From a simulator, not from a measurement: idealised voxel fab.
Module name: voxel gate over fins (process module)
Displayed cross-section: cut, width of 280 nm, square cells sized 5 nm.
Reading order for cross-sections: top band down to bottom band. Underlying form: a grid of square cells. Band size: one or more rows of cells. Quick guide to a band line: top height, bottom height (nm) up front; then every material left to right with its width in nm. Only one material and it's marked "full width"? Then it fills the band edge to edge. And "blank" just means empty space. Height is counted from the level 0, under which the received wafer is composed throughout of one material. The lowest of the bands is not closed at the bottom but continues downward, in the notation "0 and below". Width spec "30..40" -> top row of cells at first value, bottom row at second value, equal per-row change in between. Step note "remains unaltered" = no cross-section cell changed. Empty spaces counting at least 8 cells and having no open way to the top are listed in "Non-vented voids". The notation width x height at distance is used for each, the distance being from the left edge and all three values in nm. Note: text after step settings on the step line = simulator remark on that step. A step's line can hold "overlay nm"; with a mask on that step, the setting says how far right of the planned place the mask lay, while a negative setting says it lay to the left.

List of planned process steps
- 1: RECEIVE: material Si
- 2: CONFORMAL_DEP: material SiN, thk nm 10
- 3: MASKED_ETCH: tone cover, mask id FINS, width nm 15, pitch nm 55, etch materials SiN, depth nm 10, overlay nm 0
- 4: MASKED_ETCH: tone cover, mask id FINS, width nm 15, pitch nm 55, etch materials Si, depth nm 40, overlay nm 0
- 5: FILL_DEP: material SiO2, thk nm 15
- 6: CMP: height nm 10
- 7: DIRECTIONAL_DEP: material aC, thk nm 10
- 8: PATTERN: tone open, mask id RAIL, material resist, width nm 15, thk nm 25, overlay nm 0
- 9: DIRECTIONAL_ETCH: etch materials aC, depth nm 10
- 10: STRIP: etch materials resist
- 11: DIRECTIONAL_ETCH: etch materials SiO2, depth nm 45
- 12: STRIP: etch materials aC
- 13: CONFORMAL_DEP: material TiN, thk nm 5
- 14: FILL_DEP: material Ru, thk nm 5
- 15: CMP: height nm 10
- 16: SELECTIVE_ETCH: etch materials W Ru TiN, depth nm 30
- 17: FILL_DEP: material SiO2, thk nm 5
- 18: CMP: height nm 10
- 19: SELECTIVE_ETCH: etch materials SiO2, depth nm 25
- 20: STRIP: etch materials SiN
- 21: CONFORMAL_DEP: material HfO2, thk nm 5
- 22: CONFORMAL_DEP: material TiN, thk nm 5
- 23: CONFORMAL_DEP: material TiAl, thk nm 5
- 24: CONFORMAL_DEP: material TiN, thk nm 5
- 25: FILL_DEP: material W, thk nm 15
- 26: CMP: height nm 30
- 27: CONFORMAL_DEP: material SiN, thk nm 10

Wafer at receipt (post step 1), cross-section
> 0 and below = Si full width
> Non-vented voids: none

First of two wafers, end-of-module section, run followed plan
> 40 down to 30 = SiN full width
> 30 down to 20 = W full width
> 20 down to 15 = 30 W / 220 TiN / 30 W
> 15 down to 10 = 30 W / 5 TiN / 45 TiAl / 10 TiN / 45 TiAl / 10 TiN / 45 TiAl / 10 TiN / 45 TiAl / 5 TiN / 30 W
> 10 down to 5 = 30 W / 5 TiN / 5 TiAl / 35 TiN / 5 TiAl / 10 TiN / 5 TiAl / 35 TiN / 5 TiAl / 10 TiN / 5 TiAl / 35 TiN / 5 TiAl / 10 TiN / 5 TiAl / 35 TiN / 5 TiAl / 5 TiN / 30 W
> 5 down to 0 = 35 TiN / 5 TiAl / 5 TiN / 25 HfO2 / 5 TiN / 5 TiAl / 10 TiN / 5 TiAl / 5 TiN / 25 HfO2 / 5 TiN / 5 TiAl / 10 TiN / 5 TiAl / 5 TiN / 25 HfO2 / 5 TiN / 5 TiAl / 10 TiN / 5 TiAl / 5 TiN / 25 HfO2 / 5 TiN / 5 TiAl / 35 TiN
> 0 down to -5 = 40 TiAl / 5 TiN / 5 HfO2 / 15 Si / 5 HfO2 / 5 TiN / 20 TiAl / 5 TiN / 5 HfO2 / 15 Si / 5 HfO2 / 5 TiN / 20 TiAl / 5 TiN / 5 HfO2 / 15 Si / 5 HfO2 / 5 TiN / 20 TiAl / 5 TiN / 5 HfO2 / 15 Si / 5 HfO2 / 5 TiN / 40 TiAl
> -5 down to -10 = 45 TiN / 5 HfO2 / 15 Si / 5 HfO2 / 30 TiN / 5 HfO2 / 15 Si / 5 HfO2 / 30 TiN / 5 HfO2 / 15 Si / 5 HfO2 / 30 TiN / 5 HfO2 / 15 Si / 5 HfO2 / 45 TiN
> -10 down to -15 = 50 HfO2 / 15 Si / 40 HfO2 / 15 Si / 40 HfO2 / 15 Si / 40 HfO2 / 15 Si / 50 HfO2
> -15 down to -20 = 50 SiO2 / 15 Si / 40 SiO2 / 15 Si / 40 SiO2 / 15 Si / 40 SiO2 / 15 Si / 50 SiO2
> -20 down to -30 = 50 SiO2 / 15 Si / 10 SiO2 / 5 TiN / 5 Ru / 5 TiN / 15 SiO2 / 15 Si / 40 SiO2 / 15 Si / 40 SiO2 / 15 Si / 50 SiO2
> -30 down to -35 = 50 SiO2 / 15 Si / 10 SiO2 / 15 TiN / 15 SiO2 / 15 Si / 40 SiO2 / 15 Si / 40 SiO2 / 15 Si / 50 SiO2
> -35 down to -40 = 50 SiO2 / 15 Si / 40 SiO2 / 15 Si / 40 SiO2 / 15 Si / 40 SiO2 / 15 Si / 50 SiO2
> -40 and below = Si full width
> Non-vented voids: none

Presented here is a cross-section of the second of the two wafers as it stood at the end of the module. It was started in the same manner and assigned the same plan as the first wafer; however, one mistake was made in its execution
> 40 down to 30 = SiN full width
> 30 down to 20 = TiAl full width
> 20 down to 15 = 30 TiAl / 220 TiN / 30 TiAl
> 15 down to 10 = 30 TiAl / 5 TiN / 45 TiAl / 10 TiN / 45 TiAl / 10 TiN / 45 TiAl / 10 TiN / 45 TiAl / 5 TiN / 30 TiAl
> 10 down to 5 = 30 TiAl / 5 TiN / 5 TiAl / 35 TiN / 5 TiAl / 10 TiN / 5 TiAl / 35 TiN / 5 TiAl / 10 TiN / 5 TiAl / 35 TiN / 5 TiAl / 10 TiN / 5 TiAl / 35 TiN / 5 TiAl / 5 TiN / 30 TiAl
> 5 down to 0 = 35 TiN / 5 TiAl / 5 TiN / 25 HfO2 / 5 TiN / 5 TiAl / 10 TiN / 5 TiAl / 5 TiN / 25 HfO2 / 5 TiN / 5 TiAl / 10 TiN / 5 TiAl / 5 TiN / 25 HfO2 / 5 TiN / 5 TiAl / 10 TiN / 5 TiAl / 5 TiN / 25 HfO2 / 5 TiN / 5 TiAl / 35 TiN
> 0 down to -5 = 40 TiAl / 5 TiN / 5 HfO2 / 15 Si / 5 HfO2 / 5 TiN / 20 TiAl / 5 TiN / 5 HfO2 / 15 Si / 5 HfO2 / 5 TiN / 20 TiAl / 5 TiN / 5 HfO2 / 15 Si / 5 HfO2 / 5 TiN / 20 TiAl / 5 TiN / 5 HfO2 / 15 Si / 5 HfO2 / 5 TiN / 40 TiAl
> -5 down to -10 = 45 TiN / 5 HfO2 / 15 Si / 5 HfO2 / 30 TiN / 5 HfO2 / 15 Si / 5 HfO2 / 30 TiN / 5 HfO2 / 15 Si / 5 HfO2 / 30 TiN / 5 HfO2 / 15 Si / 5 HfO2 / 45 TiN
> -10 down to -15 = 50 HfO2 / 15 Si / 40 HfO2 / 15 Si / 40 HfO2 / 15 Si / 40 HfO2 / 15 Si / 50 HfO2
> -15 down to -20 = 50 SiO2 / 15 Si / 40 SiO2 / 15 Si / 40 SiO2 / 15 Si / 40 SiO2 / 15 Si / 50 SiO2
> -20 down to -30 = 50 SiO2 / 15 Si / 10 SiO2 / 5 TiN / 5 Ru / 5 TiN / 15 SiO2 / 15 Si / 40 SiO2 / 15 Si / 40 SiO2 / 15 Si / 50 SiO2
> -30 down to -35 = 50 SiO2 / 15 Si / 10 SiO2 / 15 TiN / 15 SiO2 / 15 Si / 40 SiO2 / 15 Si / 40 SiO2 / 15 Si / 50 SiO2
> -35 down to -40 = 50 SiO2 / 15 Si / 40 SiO2 / 15 Si / 40 SiO2 / 15 Si / 40 SiO2 / 15 Si / 50 SiO2
> -40 and below = Si full width
> Non-vented voids: none
Finding, execution versus plan: step 25 off recipe, ran as FILL_DEP: material TiAl, thk nm 15
Per the end-of-run cell counts, the second wafer holds more or fewer of some materials than the first: TiAl: 148 more, W: 148 fewer
